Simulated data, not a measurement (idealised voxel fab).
Process module heading - voxel capacitor over wiring
The cross-section on display is named cut; it measures 195 nm wide, and its cells are 5 nm squares.
When this document writes out a cross-section, it uses a grid of square cells and lists it as bands, beginning at the top and moving down, with a band standing for one or more rows of cells.
Top height, bottom height, nm. Materials left to right, width each, nm. Single material + "all across" = fills band edge to edge. "air" = empty.
For the purposes of this specification, 0 denotes the height below which the wafer in its as-received condition is composed wholly of one material, and the lowermost band, lacking a lower limit, extends downward without end, as expressed in "0 nm and below".
Read "30..40" as a graded width: first number on top, second number at the bottom, same change between each pair of neighbouring rows.
Reading "nothing different" for a step: not a cell of the cross-section changed in it.
Empty spaces without an open route to the top, at least 8 cells in extent, make up the entry "Sealed cavities"; each is given as width x height at distance, where the distance is measured from the left edge, and all are in nm.
Post-settings text on a step line: simulator's own remark regarding the step.
Regarding "overlay nm": on a step with a mask, it is the distance the mask lay to the right of its planned place; a negative value places it to the left.
Below you will find pairs of cross-sections. In each, one shows the wafer before one process step and the other after it, with the after view ending at the lowest band that changed. Under each pair is the step separating them, along with its settings. Do not assume the pairs form a chain: they can come from different runs of this module on the same starting wafer, and a pair continues from the pair above it only when its "Before this step" entry says so.

Before this step:
- 0 nm and below | Si all across
- Sealed cavities: none

Cross-Section After Step:
- 10 nm to 0 nm | SiO2 all across
- Under 0: no change, same as before.
- Sealed cavities: none
Step, pre vs post cross-sections above: CONFORMAL_DEP with material SiO2, thk nm 10

Before this step: carried over from the after image of the pair right above.

Cross-Section After Step:
- 15 nm to 10 nm | SiCN all across
- Under 10: no change, same as before.
- Sealed cavities: none
Step, pre vs post cross-sections above: CONFORMAL_DEP with material SiCN, thk nm 5

Before this step: carried over from the after image of the pair right above.

Cross-Section After Step:
- 35 nm to 15 nm | SiO2 all across
- Under 15: no change, same as before.
- Sealed cavities: none
Step, pre vs post cross-sections above: DIRECTIONAL_DEP with material SiO2, thk nm 20

Before this step: carried over from the after image of the pair right above.

Cross-Section After Step:
- 50 nm to 35 nm | resist (30) / air (30) / resist (70) / air (30) / resist (35)
- Under 35: no change, same as before.
- Sealed cavities: none
Step, pre vs post cross-sections above: PATTERN with tone open, mask id METAL_1, material resist, width nm 30, pitch nm 100, thk nm 15, overlay nm 0

Before this step: carried over from the after image of the pair right above.

Cross-Section After Step:
- 50 nm to 35 nm | resist (30) / air (30) / resist (70) / air (30) / resist (35)
- 35 nm to 15 nm | SiO2 (30) / air (30) / SiO2 (70) / air (30) / SiO2 (35)
- Under 15: no change, same as before.
- Sealed cavities: none
Step, pre vs post cross-sections above: DIRECTIONAL_ETCH with etch materials SiO2, depth nm 20

Before this step: carried over from the after image of the pair right above.

Cross-Section After Step:
- 50 nm to 35 nm | resist (30) / air (30) / resist (70) / air (30) / resist (35)
- 35 nm to 15 nm | SiO2 (30) / air (30) / SiO2 (70) / air (30) / SiO2 (35)
- 15 nm to 10 nm | SiCN (30) / air (30) / SiCN (70) / air (30) / SiCN (35)
- Under 10: no change, same as before.
- Sealed cavities: none
Step, pre vs post cross-sections above: DIRECTIONAL_ETCH with etch materials SiCN, depth nm 5

Before this step: carried over from the after image of the pair right above.

Cross-Section After Step:
- 35 nm to 15 nm | SiO2 (30) / air (30) / SiO2 (70) / air (30) / SiO2 (35)
- Under 15: no change, same as before.
- Sealed cavities: none
Step, pre vs post cross-sections above: STRIP with etch materials resist

Before this step: carried over from the after image of the pair right above.

Cross-Section After Step:
- 40 nm to 35 nm | TiN (35) / air (20) / TiN (80) / air (20) / TiN (40)
- 35 nm to 15 nm | SiO2 (30) / TiN (5) / air (20) / TiN (5) / SiO2 (70) / TiN (5) / air (20) / TiN (5) / SiO2 (35)
- 15 nm to 10 nm | SiCN (30) / TiN (30) / SiCN (70) / TiN (30) / SiCN (35)
- Under 10: no change, same as before.
- Sealed cavities: none
Step, pre vs post cross-sections above: CONFORMAL_DEP with material TiN, thk nm 5

Before this step: carried over from the after image of the pair right above.

Cross-Section After Step:
- 45 nm to 40 nm | W all across
- 40 nm to 35 nm | TiN (35) / W (20) / TiN (80) / W (20) / TiN (40)
- 35 nm to 15 nm | SiO2 (30) / TiN (5) / W (20) / TiN (5) / SiO2 (70) / TiN (5) / W (20) / TiN (5) / SiO2 (35)
- Under 15: no change, same as before.
- Sealed cavities: none
Step, pre vs post cross-sections above: FILL_DEP with material W, thk nm 5

Before this step: carried over from the after image of the pair right above.

Cross-Section After Step:
- 35 nm to 15 nm | SiO2 (30) / TiN (5) / W (20) / TiN (5) / SiO2 (70) / TiN (5) / W (20) / TiN (5) / SiO2 (35)
- Under 15: no change, same as before.
- Sealed cavities: none
Step, pre vs post cross-sections above: CMP with height nm 35

Before this step: carried over from the after image of the pair right above.

Cross-Section After Step:
- 40 nm to 35 nm | air (25) / Ru (40) / air (60) / Ru (40) / air (30)
- Under 35: no change, same as before.
- Sealed cavities: none
Step, pre vs post cross-sections above: EPI with material Ru, thk nm 5

Before this step: carried over from the after image of the pair right above.

Cross-Section After Step:
- 45 nm to 40 nm | SiCN all across
- 40 nm to 35 nm | SiCN (25) / Ru (40) / SiCN (60) / Ru (40) / SiCN (30)
- Under 35: no change, same as before.
- Sealed cavities: none
Step, pre vs post cross-sections above: FILL_DEP with material SiCN, thk nm 5

Before this step: carried over from the after image of the pair right above.

Cross-Section After Step:
- 60 nm to 45 nm | lowk all across
- Under 45: no change, same as before.
- Sealed cavities: none
Step, pre vs post cross-sections above: DIRECTIONAL_DEP with material lowk, thk nm 15

Before this step: carried over from the after image of the pair right above.

Cross-Section After Step:
- 75 nm to 60 nm | resist (45) / air (15) / resist (135)
- Under 60: no change, same as before.
- Sealed cavities: none
Step, pre vs post cross-sections above: PATTERN with tone open, mask id PLUG_1, material resist, width nm 15, thk nm 15, overlay nm 0

Before this step: carried over from the after image of the pair right above.

Cross-Section After Step:
- 75 nm to 60 nm | resist (45) / air (15) / resist (135)
- 60 nm to 45 nm | lowk (45) / air (15) / lowk (135)
- Under 45: no change, same as before.
- Sealed cavities: none
Step, pre vs post cross-sections above: DIRECTIONAL_ETCH with etch materials lowk, depth nm 15

Before this step: carried over from the after image of the pair right above.

Cross-Section After Step:
- 75 nm to 60 nm | resist (45) / air (15) / resist (135)
- 60 nm to 45 nm | lowk (45) / air (15) / lowk (135)
- 45 nm to 40 nm | SiCN (45) / air (15) / SiCN (135)
- Under 40: no change, same as before.
- Sealed cavities: none
Step, pre vs post cross-sections above: DIRECTIONAL_ETCH with etch materials SiCN, depth nm 5

Before this step: carried over from the after image of the pair right above.

Cross-Section After Step:
- 60 nm to 45 nm | lowk (45) / air (15) / lowk (135)
- Under 45: no change, same as before.
- Sealed cavities: none
Step, pre vs post cross-sections above: STRIP with etch materials resist

Before this step: carried over from the after image of the pair right above.

Cross-Section After Step:
- 60 nm to 50 nm | lowk (45) / air (15) / lowk (135)
- 50 nm to 45 nm | lowk (45) / Ru (15) / lowk (135)
- 45 nm to 40 nm | SiCN (45) / Ru (15) / SiCN (135)
- Under 40: no change, same as before.
- Sealed cavities: none
Step, pre vs post cross-sections above: EPI with material Ru, thk nm 10

Before this step: carried over from the after image of the pair right above.

Cross-Section After Step:
- 60 nm to 45 nm | lowk (45) / Ru (15) / lowk (135)
- Under 45: no change, same as before.
- Sealed cavities: none
Step, pre vs post cross-sections above: EPI with material Ru, thk nm 10

Before this step: carried over from the after image of the pair right above.

Cross-Section After Step:
- 65 nm to 60 nm | TiN all across
- Under 60: no change, same as before.
- Sealed cavities: none
Step, pre vs post cross-sections above: DIRECTIONAL_DEP with material TiN, thk nm 5

Before this step: carried over from the after image of the pair right above.

Cross-Section After Step:
- 70 nm to 65 nm | Al2O3 all across
- Under 65: no change, same as before.
- Sealed cavities: none
Step, pre vs post cross-sections above: DIRECTIONAL_DEP with material Al2O3, thk nm 5

Before this step: carried over from the after image of the pair right above.

Cross-Section After Step:
- 80 nm to 70 nm | TiN all across
- Under 70: no change, same as before.
- Sealed cavities: none
Step, pre vs post cross-sections above: DIRECTIONAL_DEP with material TiN, thk nm 10

Before this step: carried over from the after image of the pair right above.

Cross-Section After Step:
- 100 nm to 80 nm | air (45) / resist (75) / air (75)
- Under 80: no change, same as before.
- Sealed cavities: none
Step, pre vs post cross-sections above: PATTERN with tone cover, mask id UPPER_PLATE, material resist, width nm 75, thk nm 20, overlay nm 0

Before this step: carried over from the after image of the pair right above.

Cross-Section After Step:
- 100 nm to 80 nm | air (45) / resist (75) / air (75)
- 80 nm to 70 nm | air (45) / TiN (75) / air (75)
- Under 70: no change, same as before.
- Sealed cavities: none
Step, pre vs post cross-sections above: DIRECTIONAL_ETCH with etch materials TiN, depth nm 10

Before this step: carried over from the after image of the pair right above.

Cross-Section After Step:
- 100 nm to 80 nm | air (45) / resist (75) / air (75)
- 80 nm to 70 nm | air (45) / TiN (75) / air (75)
- 70 nm to 65 nm | air (45) / Al2O3 (75) / air (75)
- Under 65: no change, same as before.
- Sealed cavities: none
Step, pre vs post cross-sections above: DIRECTIONAL_ETCH with etch materials Al2O3, depth nm 5

Before this step: carried over from the after image of the pair right above.

Cross-Section After Step:
- 80 nm to 70 nm | air (45) / TiN (75) / air (75)
- Under 70: no change, same as before.
- Sealed cavities: none
Step, pre vs post cross-sections above: STRIP with etch materials resist

Before this step: carried over from the after image of the pair right above.

Cross-Section After Step:
- 95 nm to 80 nm | air (40) / resist (85) / air (70)
- 80 nm to 70 nm | air (40) / resist (5) / TiN (75) / resist (5) / air (70)
- 70 nm to 65 nm | air (40) / resist (5) / Al2O3 (75) / resist (5) / air (70)
- Under 65: no change, same as before.
- Sealed cavities: none
Step, pre vs post cross-sections above: PATTERN with tone cover, mask id LOWER_PLATE, material resist, width nm 85, thk nm 15, overlay nm 0

Before this step: carried over from the after image of the pair right above.

Cross-Section After Step:
- 95 nm to 80 nm | air (40) / resist (85) / air (70)
- 80 nm to 70 nm | air (40) / resist (5) / TiN (75) / resist (5) / air (70)
- 70 nm to 65 nm | air (40) / resist (5) / Al2O3 (75) / resist (5) / air (70)
- 65 nm to 60 nm | air (40) / TiN (85) / air (70)
- Under 60: no change, same as before.
- Sealed cavities: none
Step, pre vs post cross-sections above: DIRECTIONAL_ETCH with etch materials TiN, depth nm 5

Before this step: carried over from the after image of the pair right above.

Cross-Section After Step:
- 80 nm to 70 nm | air (45) / TiN (75) / air (75)
- 70 nm to 65 nm | air (45) / Al2O3 (75) / air (75)
- Under 65: no change, same as before.
- Sealed cavities: none
Step, pre vs post cross-sections above: STRIP with etch materials resist

Before this step: carried over from the after image of the pair right above.

Cross-Section After Step:
- 100 nm to 80 nm | SiO2 all across
- 80 nm to 70 nm | SiO2 (45) / TiN (75) / SiO2 (75)
- 70 nm to 65 nm | SiO2 (45) / Al2O3 (75) / SiO2 (75)
- 65 nm to 60 nm | SiO2 (40) / TiN (85) / SiO2 (70)
- Under 60: no change, same as before.
- Sealed cavities: none
Step, pre vs post cross-sections above: FILL_DEP with material SiO2, thk nm 20

Before this step: carried over from the after image of the pair right above.

Cross-Section After Step:
- 95 nm to 80 nm | SiO2 all across
- Under 80: no change, same as before.
- Sealed cavities: none
Step, pre vs post cross-sections above: CMP with height nm 95

Before this step: carried over from the after image of the pair right above.

Cross-Section After Step:
- 110 nm to 95 nm | aC all across
- Under 95: no change, same as before.
- Sealed cavities: none
Step, pre vs post cross-sections above: DIRECTIONAL_DEP with material aC, thk nm 15

Before this step: carried over from the after image of the pair right above.

Cross-Section After Step:
- 140 nm to 110 nm | resist (55) / air (15) / resist (125)
- Under 110: no change, same as before.
- Sealed cavities: none
Step, pre vs post cross-sections above: PATTERN with tone open, mask id PLUG_2, material resist, width nm 15, thk nm 30, overlay nm 0

Before this step: carried over from the after image of the pair right above.

Cross-Section After Step:
- 125 nm to 110 nm | resist (55) / air (15) / resist (125)
- 110 nm to 95 nm | aC (55) / air (15) / aC (125)
- Under 95: no change, same as before.
- Sealed cavities: none
Step, pre vs post cross-sections above: DIRECTIONAL_ETCH with etch materials aC, depth nm 15

Before this step: carried over from the after image of the pair right above.

Cross-Section After Step:
- 110 nm to 95 nm | aC (55) / air (15) / aC (125)
- Under 95: no change, same as before.
- Sealed cavities: none
Step, pre vs post cross-sections above: STRIP with etch materials resist

Before this step: carried over from the after image of the pair right above.

Cross-Section After Step:
- 110 nm to 95 nm | aC (55) / air (15) / aC (125)
- 95 nm to 80 nm | SiO2 (55) / air (15) / SiO2 (125)
- Under 80: no change, same as before.
- Sealed cavities: none
Step, pre vs post cross-sections above: DIRECTIONAL_ETCH with etch materials SiO2, depth nm 15

Before this step: carried over from the after image of the pair right above.

Cross-Section After Step:
- 95 nm to 80 nm | SiO2 (55) / air (15) / SiO2 (125)
- Under 80: no change, same as before.
- Sealed cavities: none
Step, pre vs post cross-sections above: STRIP with etch materials aC

Before this step: carried over from the after image of the pair right above.

Cross-Section After Step:
- 100 nm to 95 nm | TiN (60) / air (5) / TiN (130)
- 95 nm to 85 nm | SiO2 (55) / TiN (5) / air (5) / TiN (5) / SiO2 (125)
- 85 nm to 80 nm | SiO2 (55) / TiN (15) / SiO2 (125)
- Under 80: no change, same as before.
- Sealed cavities: none
Step, pre vs post cross-sections above: CONFORMAL_DEP with material TiN, thk nm 5

Before this step: carried over from the after image of the pair right above.

Cross-Section After Step:
- 110 nm to 100 nm | Cu all across
- 100 nm to 95 nm | TiN (60) / Cu (5) / TiN (130)
- 95 nm to 85 nm | SiO2 (55) / TiN (5) / Cu (5) / TiN (5) / SiO2 (125)
- Under 85: no change, same as before.
- Sealed cavities: none
Step, pre vs post cross-sections above: FILL_DEP with material Cu, thk nm 10

Before this step: carried over from the after image of the pair right above.

Cross-Section After Step:
- 95 nm to 85 nm | SiO2 (55) / TiN (5) / Cu (5) / TiN (5) / SiO2 (125)
- Under 85: no change, same as before.
- Sealed cavities: none
Step, pre vs post cross-sections above: CMP with height nm 95

Before this step: carried over from the after image of the pair right above.

Cross-Section After Step:
- 100 nm to 95 nm | SiCN all across
- Under 95: no change, same as before.
- Sealed cavities: none
Step, pre vs post cross-sections above: CONFORMAL_DEP with material SiCN, thk nm 5

Before this step:
- 0 nm and below | Si all across
- Sealed cavities: none

Cross-Section After Step:
- 5 nm to 0 nm | SiCN all across
- Under 0: no change, same as before.
- Sealed cavities: none
Step, pre vs post cross-sections above: CONFORMAL_DEP with material SiCN, thk nm 5

Before this step: carried over from the after image of the pair right above.

Cross-Section After Step:
- 25 nm to 5 nm | SiO2 all across
- Under 5: no change, same as before.
- Sealed cavities: none
Step, pre vs post cross-sections above: DIRECTIONAL_DEP with material SiO2, thk nm 20

Before this step: carried over from the after image of the pair right above.

Cross-Section After Step:
- 40 nm to 25 nm | resist (30) / air (30) / resist (70) / air (30) / resist (35)
- Under 25: no change, same as before.
- Sealed cavities: none
Step, pre vs post cross-sections above: PATTERN with tone open, mask id METAL_1, material resist, width nm 30, pitch nm 100, thk nm 15, overlay nm 0

Before this step: carried over from the after image of the pair right above.

Cross-Section After Step:
- 40 nm to 25 nm | resist (30) / air (30) / resist (70) / air (30) / resist (35)
- 25 nm to 5 nm | SiO2 (30) / air (30) / SiO2 (70) / air (30) / SiO2 (35)
- Under 5: no change, same as before.
- Sealed cavities: none
Step, pre vs post cross-sections above: DIRECTIONAL_ETCH with etch materials SiO2, depth nm 20

Before this step: carried over from the after image of the pair right above.

Cross-Section After Step:
- 40 nm to 25 nm | resist (30) / air (30) / resist (70) / air (30) / resist (35)
- 25 nm to 5 nm | SiO2 (30) / air (30) / SiO2 (70) / air (30) / SiO2 (35)
- 5 nm to 0 nm | SiCN (30) / air (30) / SiCN (70) / air (30) / SiCN (35)
- Under 0: no change, same as before.
- Sealed cavities: none
Step, pre vs post cross-sections above: DIRECTIONAL_ETCH with etch materials SiCN, depth nm 5

Before this step: carried over from the after image of the pair right above.

Cross-Section After Step:
- 25 nm to 5 nm | SiO2 (30) / air (30) / SiO2 (70) / air (30) / SiO2 (35)
- Under 5: no change, same as before.
- Sealed cavities: none
Step, pre vs post cross-sections above: STRIP with etch materials resist

Before this step: carried over from the after image of the pair right above.

Cross-Section After Step:
- 30 nm to 25 nm | TiN (35) / air (20) / TiN (80) / air (20) / TiN (40)
- 25 nm to 5 nm | SiO2 (30) / TiN (5) / air (20) / TiN (5) / SiO2 (70) / TiN (5) / air (20) / TiN (5) / SiO2 (35)
- 5 nm to 0 nm | SiCN (30) / TiN (30) / SiCN (70) / TiN (30) / SiCN (35)
- Under 0: no change, same as before.
- Sealed cavities: none
Step, pre vs post cross-sections above: CONFORMAL_DEP with material TiN, thk nm 5

Before this step: carried over from the after image of the pair right above.

Cross-Section After Step:
- 35 nm to 30 nm | W all across
- 30 nm to 25 nm | TiN (35) / W (20) / TiN (80) / W (20) / TiN (40)
- 25 nm to 5 nm | SiO2 (30) / TiN (5) / W (20) / TiN (5) / SiO2 (70) / TiN (5) / W (20) / TiN (5) / SiO2 (35)
- Under 5: no change, same as before.
- Sealed cavities: none
Step, pre vs post cross-sections above: FILL_DEP with material W, thk nm 5

Before this step: carried over from the after image of the pair right above.

Cross-Section After Step:
- 40 nm to 35 nm | Ru all across
- Under 35: no change, same as before.
- Sealed cavities: none
Step, pre vs post cross-sections above: EPI with material Ru, thk nm 5

Before this step: carried over from the after image of the pair right above.

Cross-Section After Step:
- 45 nm to 40 nm | SiCN all across
- Under 40: no change, same as before.
- Sealed cavities: none
Step, pre vs post cross-sections above: FILL_DEP with material SiCN, thk nm 5

Before this step: carried over from the after image of the pair right above.

Cross-Section After Step:
- 60 nm to 45 nm | lowk all across
- Under 45: no change, same as before.
- Sealed cavities: none
Step, pre vs post cross-sections above: DIRECTIONAL_DEP with material lowk, thk nm 15

Before this step: carried over from the after image of the pair right above.

Cross-Section After Step:
- 75 nm to 60 nm | resist (45) / air (15) / resist (135)
- Under 60: no change, same as before.
- Sealed cavities: none
Step, pre vs post cross-sections above: PATTERN with tone open, mask id PLUG_1, material resist, width nm 15, thk nm 15, overlay nm 0

Before this step: carried over from the after image of the pair right above.

Cross-Section After Step:
- 75 nm to 60 nm | resist (45) / air (15) / resist (135)
- 60 nm to 45 nm | lowk (45) / air (15) / lowk (135)
- Under 45: no change, same as before.
- Sealed cavities: none
Step, pre vs post cross-sections above: DIRECTIONAL_ETCH with etch materials lowk, depth nm 15

Before this step: carried over from the after image of the pair right above.

Cross-Section After Step:
- 75 nm to 60 nm | resist (45) / air (15) / resist (135)
- 60 nm to 45 nm | lowk (45) / air (15) / lowk (135)
- 45 nm to 40 nm | SiCN (45) / air (15) / SiCN (135)
- Under 40: no change, same as before.
- Sealed cavities: none
Step, pre vs post cross-sections above: DIRECTIONAL_ETCH with etch materials SiCN, depth nm 5

Before this step: carried over from the after image of the pair right above.

Cross-Section After Step:
- 60 nm to 45 nm | lowk (45) / air (15) / lowk (135)
- Under 45: no change, same as before.
- Sealed cavities: none
Step, pre vs post cross-sections above: STRIP with etch materials resist

Before this step: carried over from the after image of the pair right above.

Cross-Section After Step:
- 60 nm to 50 nm | lowk (45) / air (15) / lowk (135)
- 50 nm to 45 nm | lowk (45) / Ru (15) / lowk (135)
- 45 nm to 40 nm | SiCN (45) / Ru (15) / SiCN (135)
- Under 40: no change, same as before.
- Sealed cavities: none
Step, pre vs post cross-sections above: EPI with material Ru, thk nm 10

Before this step: carried over from the after image of the pair right above.

Cross-Section After Step:
- 60 nm to 45 nm | lowk (45) / Ru (15) / lowk (135)
- Under 45: no change, same as before.
- Sealed cavities: none
Step, pre vs post cross-sections above: EPI with material Ru, thk nm 10

Before this step: carried over from the after image of the pair right above.

Cross-Section After Step:
- 65 nm to 60 nm | TiN all across
- Under 60: no change, same as before.
- Sealed cavities: none
Step, pre vs post cross-sections above: DIRECTIONAL_DEP with material TiN, thk nm 5

Before this step: carried over from the after image of the pair right above.

Cross-Section After Step:
- 70 nm to 65 nm | Al2O3 all across
- Under 65: no change, same as before.
- Sealed cavities: none
Step, pre vs post cross-sections above: DIRECTIONAL_DEP with material Al2O3, thk nm 5

Before this step: carried over from the after image of the pair right above.

Cross-Section After Step:
- 80 nm to 70 nm | TiN all across
- Under 70: no change, same as before.
- Sealed cavities: none
Step, pre vs post cross-sections above: DIRECTIONAL_DEP with material TiN, thk nm 10

Before this step: carried over from the after image of the pair right above.

Cross-Section After Step:
- 100 nm to 80 nm | air (45) / resist (75) / air (75)
- Under 80: no change, same as before.
- Sealed cavities: none
Step, pre vs post cross-sections above: PATTERN with tone cover, mask id UPPER_PLATE, material resist, width nm 75, thk nm 20, overlay nm 0

Before this step: carried over from the after image of the pair right above.

Cross-Section After Step:
- 100 nm to 80 nm | air (45) / resist (75) / air (75)
- 80 nm to 70 nm | air (45) / TiN (75) / air (75)
- Under 70: no change, same as before.
- Sealed cavities: none
Step, pre vs post cross-sections above: DIRECTIONAL_ETCH with etch materials TiN, depth nm 10

Before this step: carried over from the after image of the pair right above.

Cross-Section After Step:
- 100 nm to 80 nm | air (45) / resist (75) / air (75)
- 80 nm to 70 nm | air (45) / TiN (75) / air (75)
- 70 nm to 65 nm | air (45) / Al2O3 (75) / air (75)
- Under 65: no change, same as before.
- Sealed cavities: none
Step, pre vs post cross-sections above: DIRECTIONAL_ETCH with etch materials Al2O3, depth nm 5

Before this step: carried over from the after image of the pair right above.

Cross-Section After Step:
- 80 nm to 70 nm | air (45) / TiN (75) / air (75)
- Under 70: no change, same as before.
- Sealed cavities: none
Step, pre vs post cross-sections above: STRIP with etch materials resist

Before this step: carried over from the after image of the pair right above.

Cross-Section After Step:
- 95 nm to 80 nm | air (40) / resist (85) / air (70)
- 80 nm to 70 nm | air (40) / resist (5) / TiN (75) / resist (5) / air (70)
- 70 nm to 65 nm | air (40) / resist (5) / Al2O3 (75) / resist (5) / air (70)
- Under 65: no change, same as before.
- Sealed cavities: none
Step, pre vs post cross-sections above: PATTERN with tone cover, mask id LOWER_PLATE, material resist, width nm 85, thk nm 15, overlay nm 0

Before this step: carried over from the after image of the pair right above.

Cross-Section After Step:
- 95 nm to 80 nm | air (40) / resist (85) / air (70)
- 80 nm to 70 nm | air (40) / resist (5) / TiN (75) / resist (5) / air (70)
- 70 nm to 65 nm | air (40) / resist (5) / Al2O3 (75) / resist (5) / air (70)
- 65 nm to 60 nm | air (40) / TiN (85) / air (70)
- Under 60: no change, same as before.
- Sealed cavities: none
Step, pre vs post cross-sections above: DIRECTIONAL_ETCH with etch materials TiN, depth nm 5

Before this step: carried over from the after image of the pair right above.

Cross-Section After Step:
- 80 nm to 70 nm | air (45) / TiN (75) / air (75)
- 70 nm to 65 nm | air (45) / Al2O3 (75) / air (75)
- Under 65: no change, same as before.
- Sealed cavities: none
Step, pre vs post cross-sections above: STRIP with etch materials resist

Before this step: carried over from the after image of the pair right above.

Cross-Section After Step:
- 100 nm to 80 nm | SiO2 all across
- 80 nm to 70 nm | SiO2 (45) / TiN (75) / SiO2 (75)
- 70 nm to 65 nm | SiO2 (45) / Al2O3 (75) / SiO2 (75)
- 65 nm to 60 nm | SiO2 (40) / TiN (85) / SiO2 (70)
- Under 60: no change, same as before.
- Sealed cavities: none
Step, pre vs post cross-sections above: FILL_DEP with material SiO2, thk nm 20

Before this step: carried over from the after image of the pair right above.

Cross-Section After Step:
- 95 nm to 80 nm | SiO2 all across
- Under 80: no change, same as before.
- Sealed cavities: none
Step, pre vs post cross-sections above: CMP with height nm 95

Before this step: carried over from the after image of the pair right above.

Cross-Section After Step:
- 110 nm to 95 nm | aC all across
- Under 95: no change, same as before.
- Sealed cavities: none
Step, pre vs post cross-sections above: DIRECTIONAL_DEP with material aC, thk nm 15

Before this step: carried over from the after image of the pair right above.

Cross-Section After Step:
- 140 nm to 110 nm | resist (55) / air (15) / resist (125)
- Under 110: no change, same as before.
- Sealed cavities: none
Step, pre vs post cross-sections above: PATTERN with tone open, mask id PLUG_2, material resist, width nm 15, thk nm 30, overlay nm 0

Before this step: carried over from the after image of the pair right above.

Cross-Section After Step:
- 125 nm to 110 nm | resist (55) / air (15) / resist (125)
- 110 nm to 95 nm | aC (55) / air (15) / aC (125)
- Under 95: no change, same as before.
- Sealed cavities: none
Step, pre vs post cross-sections above: DIRECTIONAL_ETCH with etch materials aC, depth nm 15

Before this step: carried over from the after image of the pair right above.

Cross-Section After Step:
- 110 nm to 95 nm | aC (55) / air (15) / aC (125)
- Under 95: no change, same as before.
- Sealed cavities: none
Step, pre vs post cross-sections above: STRIP with etch materials resist

Before this step: carried over from the after image of the pair right above.

Cross-Section After Step:
- 110 nm to 95 nm | aC (55) / air (15) / aC (125)
- 95 nm to 80 nm | SiO2 (55) / air (15) / SiO2 (125)
- Under 80: no change, same as before.
- Sealed cavities: none
Step, pre vs post cross-sections above: DIRECTIONAL_ETCH with etch materials SiO2, depth nm 15

Before this step: carried over from the after image of the pair right above.

Cross-Section After Step:
- 95 nm to 80 nm | SiO2 (55) / air (15) / SiO2 (125)
- Under 80: no change, same as before.
- Sealed cavities: none
Step, pre vs post cross-sections above: STRIP with etch materials aC

Before this step: carried over from the after image of the pair right above.

Cross-Section After Step:
- 100 nm to 95 nm | TiN (60) / air (5) / TiN (130)
- 95 nm to 85 nm | SiO2 (55) / TiN (5) / air (5) / TiN (5) / SiO2 (125)
- 85 nm to 80 nm | SiO2 (55) / TiN (15) / SiO2 (125)
- Under 80: no change, same as before.
- Sealed cavities: none
Step, pre vs post cross-sections above: CONFORMAL_DEP with material TiN, thk nm 5

Before this step: carried over from the after image of the pair right above.

Cross-Section After Step:
- 110 nm to 100 nm | Cu all across
- 100 nm to 95 nm | TiN (60) / Cu (5) / TiN (130)
- 95 nm to 85 nm | SiO2 (55) / TiN (5) / Cu (5) / TiN (5) / SiO2 (125)
- Under 85: no change, same as before.
- Sealed cavities: none
Step, pre vs post cross-sections above: FILL_DEP with material Cu, thk nm 10

Before this step: carried over from the after image of the pair right above.

Cross-Section After Step:
- 95 nm to 85 nm | SiO2 (55) / TiN (5) / Cu (5) / TiN (5) / SiO2 (125)
- Under 85: no change, same as before.
- Sealed cavities: none
Step, pre vs post cross-sections above: CMP with height nm 95

Before this step: carried over from the after image of the pair right above.

Cross-Section After Step:
- 100 nm to 95 nm | SiCN all across
- Under 95: no change, same as before.
- Sealed cavities: none
Step, pre vs post cross-sections above: CONFORMAL_DEP with material SiCN, thk nm 5

Before this step:
- 60 nm to 45 nm | lowk (45) / Ru (15) / lowk (135)
- 45 nm to 40 nm | SiCN (45) / Ru (15) / SiCN (135)
- 40 nm to 35 nm | SiCN (25) / Ru (40) / SiCN (60) / Ru (40) / SiCN (30)
- 35 nm to 15 nm | SiO2 (30) / TiN (5) / W (20) / TiN (5) / SiO2 (70) / TiN (5) / W (20) / TiN (5) / SiO2 (35)
- 15 nm to 10 nm | SiCN (30) / TiN (30) / SiCN (70) / TiN (30) / SiCN (35)
- 10 nm to 0 nm | SiO2 all across
- 0 nm and below | Si all across
- Sealed cavities: none

Cross-Section After Step:
- 70 nm to 60 nm | air (35) / Ru (35) / air (125)
- Under 60: no change, same as before.
- Sealed cavities: none
Step, pre vs post cross-sections above: EPI with material Ru, thk nm 10

Before this step: carried over from the after image of the pair right above.

Cross-Section After Step:
- 75 nm to 70 nm | air (35) / TiN (35) / air (125)
- 70 nm to 65 nm | air (35) / Ru (35) / air (125)
- 65 nm to 60 nm | TiN (35) / Ru (35) / TiN (125)
- Under 60: no change, same as before.
- Sealed cavities: none
Step, pre vs post cross-sections above: DIRECTIONAL_DEP with material TiN, thk nm 5

Before this step: carried over from the after image of the pair right above.

Cross-Section After Step:
- 80 nm to 75 nm | air (35) / Al2O3 (35) / air (125)
- 75 nm to 70 nm | air (35) / TiN (35) / air (125)
- 70 nm to 65 nm | Al2O3 (35) / Ru (35) / Al2O3 (125)
- Under 65: no change, same as before.
- Sealed cavities: none
Step, pre vs post cross-sections above: DIRECTIONAL_DEP with material Al2O3, thk nm 5

Before this step: carried over from the after image of the pair right above.

Cross-Section After Step:
- 90 nm to 80 nm | air (35) / TiN (35) / air (125)
- 80 nm to 75 nm | TiN (35) / Al2O3 (35) / TiN (125)
- 75 nm to 70 nm | TiN all across
- Under 70: no change, same as before.
- Sealed cavities: none
Step, pre vs post cross-sections above: DIRECTIONAL_DEP with material TiN, thk nm 10

Before this step: carried over from the after image of the pair right above.

Cross-Section After Step:
- 110 nm to 90 nm | air (45) / resist (75) / air (75)
- 90 nm to 80 nm | air (35) / TiN (35) / resist (50) / air (75)
- Under 80: no change, same as before.
- Sealed cavities: none
Step, pre vs post cross-sections above: PATTERN with tone cover, mask id UPPER_PLATE, material resist, width nm 75, thk nm 20, overlay nm 0

Before this step: carried over from the after image of the pair right above.

Cross-Section After Step:
- 110 nm to 90 nm | air (45) / resist (75) / air (75)
- 90 nm to 80 nm | air (45) / TiN (25) / resist (50) / air (75)
- 80 nm to 75 nm | air (35) / Al2O3 (35) / TiN (50) / air (75)
- 75 nm to 70 nm | air (35) / TiN (85) / air (75)
- Under 70: no change, same as before.
- Sealed cavities: none
Step, pre vs post cross-sections above: DIRECTIONAL_ETCH with etch materials TiN, depth nm 10

Before this step: carried over from the after image of the pair right above.

Cross-Section After Step:
- 110 nm to 90 nm | air (45) / resist (75) / air (75)
- 90 nm to 80 nm | air (45) / TiN (25) / resist (50) / air (75)
- 80 nm to 75 nm | air (45) / Al2O3 (25) / TiN (50) / air (75)
- 75 nm to 70 nm | air (35) / TiN (85) / air (75)
- 70 nm to 65 nm | air (35) / Ru (35) / Al2O3 (50) / air (75)
- Under 65: no change, same as before.
- Sealed cavities: none
Step, pre vs post cross-sections above: DIRECTIONAL_ETCH with etch materials Al2O3, depth nm 5

Before this step: carried over from the after image of the pair right above.

Cross-Section After Step:
- 90 nm to 80 nm | air (45) / TiN (25) / air (125)
- Under 80: no change, same as before.
- Sealed cavities: none
Step, pre vs post cross-sections above: STRIP with etch materials resist
